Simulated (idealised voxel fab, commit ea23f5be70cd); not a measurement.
process module | voxel fin reveal
cross-section cut | 180 nm wide | cells 5 nm
A cross-section is a grid of square cells, given in bands from the top down. A band is one or more rows of cells.
Each band's line starts with the height of the band's top and of its bottom, in nm. Then come its materials from left to right, each with its width in nm. One material with "throughout" fills the band from edge to edge. "air" is empty space.
Height 0 is the level under which the wafer as received is all one material. The lowest band goes on downwards, as in "0 down".
A width such as "30 to 40" changes by the same amount from each row of cells to the next, from the band's top row to its bottom row.
"no change" after a step means that no cell of the cross-section changed.
closed voids: empty space of 8 cells or more with no open way to the top, each as width x height at its distance from the left edge, in nm
after a step's settings: what the simulator itself notes on the step
overlay nm, on a step with a mask: how far to the right of its planned place the mask lay; to the left if negative
plan
1 op RECEIVE | material Si
2 op CONFORMAL_DEP | material SiN | thk nm 10
3 op DIRECTIONAL_DEP | material aC | thk nm 15
4 op PATTERN | tone cover | mask id FINS | material resist | width nm 15 | pitch nm 40 | thk nm 35 | overlay nm 0
5 op DIRECTIONAL_ETCH | etch materials aC | depth nm 15
6 op STRIP | etch materials resist
7 op DIRECTIONAL_ETCH | etch materials SiN | depth nm 10
8 op DIRECTIONAL_ETCH | etch materials Si | depth nm 35
9 op STRIP | etch materials aC
10 op FILL_DEP | material SiO2 | thk nm 10
11 op CMP | height nm 10
12 op SELECTIVE_ETCH | etch materials SiO2 | depth nm 20
13 op STRIP | etch materials SiN
as received, after step 1
  0 down: Si throughout
  closed voids: none
a wafer at the end: this start, this plan, one mistake
  0 to -10: air 40 | Si 15 | air 25 | Si 15 | air 25 | Si 15 | air 45
  -10 to -25: SiO2 40 | Si 15 | SiO2 25 | Si 15 | SiO2 25 | Si 15 | SiO2 45
  -25 down: Si throughout
  closed voids: none
what went wrong: step 8 ran as: op DIRECTIONAL_ETCH | etch materials Si | depth nm 25
